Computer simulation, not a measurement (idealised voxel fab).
process module | voxel spacer lines
cross-section cut | 210 nm wide | cells 5 nm
A cross-section is a grid of square cells, given in bands from the top down. A band is one or more rows of cells.
Each band's line starts with the height of the band's top and of its bottom, in nm. Then come its materials from left to right, each with its width in nm. One material with "throughout" fills the band from edge to edge. "air" is empty space.
Height 0 is the level under which the wafer as received is all one material. The lowest band goes on downwards, as in "0 down".
A width such as "30 to 40" changes by the same amount from each row of cells to the next, from the band's top row to its bottom row.
"no change" after a step means that no cell of the cross-section changed.
closed voids: empty space of 8 cells or more with no open way to the top, each as width x height at its distance from the left edge, in nm
after a step's settings: what the simulator itself notes on the step
overlay nm, on a step with a mask: how far to the right of its planned place the mask lay; to the left if negative
plan
1 op RECEIVE | material Si
2 op CONFORMAL_DEP | material Al2O3 | thk nm 5
3 op DIRECTIONAL_DEP | material polySi | thk nm 20
4 op DIRECTIONAL_DEP | material aC | thk nm 30
5 op PATTERN | tone cover | mask id MANDREL | material resist | width nm 25 | pitch nm 70 | thk nm 40 | overlay nm 0
6 op DIRECTIONAL_ETCH | etch materials aC | depth nm 30
7 op STRIP | etch materials resist
8 op CONFORMAL_DEP | material SiN | thk nm 10
9 op DIRECTIONAL_ETCH | etch materials SiN | depth nm 10
10 op STRIP | etch materials aC
11 op DIRECTIONAL_ETCH | etch materials polySi | depth nm 20
12 op STRIP | etch materials SiN
13 op FILL_DEP | material SiO2 | thk nm 5
14 op CMP | height nm 25
first wafer, as planned
as received, after step 1
  0 down: Si throughout
  closed voids: none
after step 2
  5 to 0: Al2O3 throughout
  below 0: unchanged
after step 3
  25 to 5: polySi throughout
  below 5: unchanged
after step 4
  55 to 25: aC throughout
  below 25: unchanged
after step 5
  95 to 55: air 55 | resist 25 | air 45 | resist 25 | air 60
  below 55: unchanged
after step 6
  65 to 55: air 55 | resist 25 | air 45 | resist 25 | air 60
  55 to 25: air 55 | aC 25 | air 45 | aC 25 | air 60
  below 25: unchanged
after step 7
  55 to 25: air 55 | aC 25 | air 45 | aC 25 | air 60
  below 25: unchanged
after step 8
  65 to 55: air 45 | SiN 45 | air 25 | SiN 45 | air 50
  55 to 35: air 45 | SiN 10 | aC 25 | SiN 10 | air 25 | SiN 10 | aC 25 | SiN 10 | air 50
  35 to 25: SiN 55 | aC 25 | SiN 45 | aC 25 | SiN 60
  below 25: unchanged
after step 9
  55 to 25: air 45 | SiN 10 | aC 25 | SiN 10 | air 25 | SiN 10 | aC 25 | SiN 10 | air 50
  below 25: unchanged
after step 10
  55 to 25: air 45 | SiN 10 | air 25 | SiN 10 | air 25 | SiN 10 | air 25 | SiN 10 | air 50
  below 25: unchanged
after step 11
  55 to 25: air 45 | SiN 10 | air 25 | SiN 10 | air 25 | SiN 10 | air 25 | SiN 10 | air 50
  25 to 5: air 45 | polySi 10 | air 25 | polySi 10 | air 25 | polySi 10 | air 25 | polySi 10 | air 50
  below 5: unchanged
after step 12
  25 to 5: air 45 | polySi 10 | air 25 | polySi 10 | air 25 | polySi 10 | air 25 | polySi 10 | air 50
  below 5: unchanged
after step 13
  30 to 25: SiO2 throughout
  25 to 5: SiO2 45 | polySi 10 | SiO2 25 | polySi 10 | SiO2 25 | polySi 10 | SiO2 25 | polySi 10 | SiO2 50
  below 5: unchanged
after step 14
  25 to 5: SiO2 45 | polySi 10 | SiO2 25 | polySi 10 | SiO2 25 | polySi 10 | SiO2 25 | polySi 10 | SiO2 50
  below 5: unchanged
second wafer: like start, like plan, one mistake. Through step 4 it matches the first wafer
when step 5 should have ended
  95 to 55: air 65 | resist 25 | air 45 | resist 25 | air 50
  below 55: unchanged
when step 6 should have ended
  65 to 55: air 65 | resist 25 | air 45 | resist 25 | air 50
  55 to 25: air 65 | aC 25 | air 45 | aC 25 | air 50
  below 25: unchanged
when step 7 should have ended
  55 to 25: air 65 | aC 25 | air 45 | aC 25 | air 50
  below 25: unchanged
when step 8 should have ended
  65 to 55: air 55 | SiN 45 | air 25 | SiN 45 | air 40
  55 to 35: air 55 | SiN 10 | aC 25 | SiN 10 | air 25 | SiN 10 | aC 25 | SiN 10 | air 40
  35 to 25: SiN 65 | aC 25 | SiN 45 | aC 25 | SiN 50
  below 25: unchanged
when step 9 should have ended
  55 to 25: air 55 | SiN 10 | aC 25 | SiN 10 | air 25 | SiN 10 | aC 25 | SiN 10 | air 40
  below 25: unchanged
when step 10 should have ended
  55 to 25: air 55 | SiN 10 | air 25 | SiN 10 | air 25 | SiN 10 | air 25 | SiN 10 | air 40
  below 25: unchanged
when step 11 should have ended
  55 to 25: air 55 | SiN 10 | air 25 | SiN 10 | air 25 | SiN 10 | air 25 | SiN 10 | air 40
  25 to 5: air 55 | polySi 10 | air 25 | polySi 10 | air 25 | polySi 10 | air 25 | polySi 10 | air 40
  below 5: unchanged
when step 12 should have ended
  25 to 5: air 55 | polySi 10 | air 25 | polySi 10 | air 25 | polySi 10 | air 25 | polySi 10 | air 40
  below 5: unchanged
when step 13 should have ended
  30 to 25: SiO2 throughout
  25 to 5: SiO2 55 | polySi 10 | SiO2 25 | polySi 10 | SiO2 25 | polySi 10 | SiO2 25 | polySi 10 | SiO2 40
  below 5: unchanged
when step 14 should have ended
  25 to 5: SiO2 55 | polySi 10 | SiO2 25 | polySi 10 | SiO2 25 | polySi 10 | SiO2 25 | polySi 10 | SiO2 40
  below 5: unchanged
what went wrong: step 5 ran as: op PATTERN | tone cover | mask id MANDREL | material resist | width nm 25 | pitch nm 70 | thk nm 40 | overlay nm 10
at the end the second wafer has, in cells: as many of each material as the first, in other places
